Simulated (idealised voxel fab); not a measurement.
Process module heading - voxel gate over fins
150 nm wide, 5 nm square cells: that's cross-section cut.
Throughout this document, each cross-section is represented as a grid of square cells and is presented as a sequence of bands enumerated from the top downward, where a band comprises one or more rows of cells. Band entry format. Leading values: height of top, height of bottom, nm. Remainder: materials in left-to-right order, each with its width in nm. Special words: "edge to edge" on a single material, which then fills the band edge to edge; "air", empty space. Zero point of the height axis is 0; under it, received wafer = one material. Lowest band: continues down indefinitely, "0..down". The two numbers in a width such as "30..40" mark its ends across the band: the first belongs to the top row of cells, the second to the bottom row, and from each row to the next the width moves by the same amount. Where a step carries "no alteration", the cross-section came out of it unchanged, cell for cell. "Enclosed void entries": sealed empty spaces, 8 cells or more, no open way to top, listed width x height at distance, with distance from the left edge and width, height and distance in nm. Heads up: the bit after the settings on a step's line is the simulator's remark on that step. overlay nm: mask offset rightward from planned place, masked step; negative means leftward offset.
# The process steps that were planned are listed below
- 1: RECEIVE,material Si
- 2: CONFORMAL_DEP,material SiN,thk nm 5
- 3: MASKED_ETCH,tone cover,mask id FINS,width nm 15,pitch nm 45,etch materials SiN,depth nm 5,overlay nm 0
- 4: MASKED_ETCH,tone cover,mask id FINS,width nm 15,pitch nm 45,etch materials Si,depth nm 30,overlay nm 0
- 5: OXIDIZE,depth nm 5
- 6: FILL_DEP,material SiO2,thk nm 10
- 7: CMP,height nm 5
- 8: SELECTIVE_ETCH,etch materials SiO2,depth nm 15
- 9: STRIP,etch materials SiN
- 10: CONFORMAL_DEP,material HfO2,thk nm 5
- 11: CONFORMAL_DEP,material TiN,thk nm 5
- 12: FILL_DEP,material W,thk nm 15
- 13: CMP,height nm 20
- 14: CONFORMAL_DEP,material SiCN,thk nm 10
# Run as planned: first of two wafers
# Shown in cross-section is the wafer as received, that is, as it stands after step 1
0..down = Si edge to edge
Enclosed void entries: none
# after step 2
5..0 = SiN edge to edge
Below 0 it's all the same as before, nothing changed down there.
# after step 3
5..0 = 45 of air  15 of SiN  30 of air  15 of SiN  45 of air
Below 0 it's all the same as before, nothing changed down there.
# after step 4
5..0 = 45 of air  15 of SiN  30 of air  15 of SiN  45 of air
0..-30 = 45 of air  15 of Si  30 of air  15 of Si  45 of air
Below -30 it's all the same as before, nothing changed down there.
# after step 5
5..0 = 45 of air  15 of SiN  30 of air  15 of SiN  45 of air
0..-30 = 45 of air  5 of SiO2  5 of Si  5 of SiO2  30 of air  5 of SiO2  5 of Si  5 of SiO2  45 of air
-30..-35 = 50 of SiO2  5 of Si  40 of SiO2  5 of Si  50 of SiO2
Below -35 it's all the same as before, nothing changed down there.
# after step 6
15..5 = SiO2 edge to edge
5..0 = 45 of SiO2  15 of SiN  30 of SiO2  15 of SiN  45 of SiO2
0..-35 = 50 of SiO2  5 of Si  40 of SiO2  5 of Si  50 of SiO2
Below -35 it's all the same as before, nothing changed down there.
# after step 7
5..0 = 45 of SiO2  15 of SiN  30 of SiO2  15 of SiN  45 of SiO2
Below 0 it's all the same as before, nothing changed down there.
# after step 8
5..0 = 45 of air  15 of SiN  30 of air  15 of SiN  45 of air
0..-10 = 50 of air  5 of Si  40 of air  5 of Si  50 of air
Below -10 it's all the same as before, nothing changed down there.
# after step 9
0..-10 = 50 of air  5 of Si  40 of air  5 of Si  50 of air
Below -10 it's all the same as before, nothing changed down there.
# after step 10
5..0 = 45 of air  15 of HfO2  30 of air  15 of HfO2  45 of air
0..-5 = 45 of air  5 of HfO2  5 of Si  5 of HfO2  30 of air  5 of HfO2  5 of Si  5 of HfO2  45 of air
-5..-10 = 50 of HfO2  5 of Si  40 of HfO2  5 of Si  50 of HfO2
Below -10 it's all the same as before, nothing changed down there.
# after step 11
10..5 = 40 of air  25 of TiN  20 of air  25 of TiN  40 of air
5..0 = 40 of air  5 of TiN  15 of HfO2  5 of TiN  20 of air  5 of TiN  15 of HfO2  5 of TiN  40 of air
0..-5 = 45 of TiN  5 of HfO2  5 of Si  5 of HfO2  30 of TiN  5 of HfO2  5 of Si  5 of HfO2  45 of TiN
Below -5 it's all the same as before, nothing changed down there.
# after step 12
25..10 = W edge to edge
10..5 = 40 of W  25 of TiN  20 of W  25 of TiN  40 of W
5..0 = 40 of W  5 of TiN  15 of HfO2  5 of TiN  20 of W  5 of TiN  15 of HfO2  5 of TiN  40 of W
Below 0 it's all the same as before, nothing changed down there.
# after step 13
20..10 = W edge to edge
Below 10 it's all the same as before, nothing changed down there.
# after step 14
30..20 = SiCN edge to edge
Below 20 it's all the same as before, nothing changed down there.
# Regarding the second of the two wafers: it shared the first wafer's starting condition and process plan, yet one error occurred during its execution. Its history coincides with that of the first wafer up to and including step 2
# Second wafer, section view, time point: scheduled end of step 3
5..0 = 40 of air  25 of SiN  20 of air  25 of SiN  40 of air
Below 0 it's all the same as before, nothing changed down there.
# Second wafer, section view, time point: scheduled end of step 4
5..0 = 40 of air  25 of SiN  20 of air  25 of SiN  40 of air
0..-30 = 40 of air  25 of Si  20 of air  25 of Si  40 of air
Below -30 it's all the same as before, nothing changed down there.
# Second wafer, section view, time point: scheduled end of step 5
5..0 = 40 of air  25 of SiN  20 of air  25 of SiN  40 of air
0..-30 = 40 of air  5 of SiO2  15 of Si  5 of SiO2  20 of air  5 of SiO2  15 of Si  5 of SiO2  40 of air
-30..-35 = 45 of SiO2  15 of Si  30 of SiO2  15 of Si  45 of SiO2
Below -35 it's all the same as before, nothing changed down there.
# Second wafer, section view, time point: scheduled end of step 6
15..5 = SiO2 edge to edge
5..0 = 40 of SiO2  25 of SiN  20 of SiO2  25 of SiN  40 of SiO2
0..-35 = 45 of SiO2  15 of Si  30 of SiO2  15 of Si  45 of SiO2
Below -35 it's all the same as before, nothing changed down there.
# Second wafer, section view, time point: scheduled end of step 7
5..0 = 40 of SiO2  25 of SiN  20 of SiO2  25 of SiN  40 of SiO2
Below 0 it's all the same as before, nothing changed down there.
# Second wafer, section view, time point: scheduled end of step 8
5..0 = 40 of air  25 of SiN  20 of air  25 of SiN  40 of air
0..-10 = 45 of air  15 of Si  30 of air  15 of Si  45 of air
Below -10 it's all the same as before, nothing changed down there.
# Second wafer, section view, time point: scheduled end of step 9
0..-10 = 45 of air  15 of Si  30 of air  15 of Si  45 of air
Below -10 it's all the same as before, nothing changed down there.
# Second wafer, section view, time point: scheduled end of step 10
5..0 = 40 of air  25 of HfO2  20 of air  25 of HfO2  40 of air
0..-5 = 40 of air  5 of HfO2  15 of Si  5 of HfO2  20 of air  5 of HfO2  15 of Si  5 of HfO2  40 of air
-5..-10 = 45 of HfO2  15 of Si  30 of HfO2  15 of Si  45 of HfO2
Below -10 it's all the same as before, nothing changed down there.
# Second wafer, section view, time point: scheduled end of step 11
10..5 = 35 of air  35 of TiN  10 of air  35 of TiN  35 of air
5..0 = 35 of air  5 of TiN  25 of HfO2  5 of TiN  10 of air  5 of TiN  25 of HfO2  5 of TiN  35 of air
0..-5 = 40 of TiN  5 of HfO2  15 of Si  5 of HfO2  20 of TiN  5 of HfO2  15 of Si  5 of HfO2  40 of TiN
Below -5 it's all the same as before, nothing changed down there.
# Second wafer, section view, time point: scheduled end of step 12
25..10 = W edge to edge
10..5 = 35 of W  35 of TiN  10 of W  35 of TiN  35 of W
5..0 = 35 of W  5 of TiN  25 of HfO2  5 of TiN  10 of W  5 of TiN  25 of HfO2  5 of TiN  35 of W
Below 0 it's all the same as before, nothing changed down there.
# Second wafer, section view, time point: scheduled end of step 13
20..10 = W edge to edge
Below 10 it's all the same as before, nothing changed down there.
# Second wafer, section view, time point: scheduled end of step 14
30..20 = SiCN edge to edge
Below 20 it's all the same as before, nothing changed down there.
Here's what went sideways: the process deviated at step 3: the operation and settings actually run there were MASKED_ETCH,tone cover,mask id FINS,width nm 25,pitch nm 45,etch materials SiN,depth nm 5,overlay nm 0
Upon completion, the second wafer contains, in terms of cells, a greater or smaller amount of certain materials than the first wafer: +28 Si | -20 SiO2 | -8 W
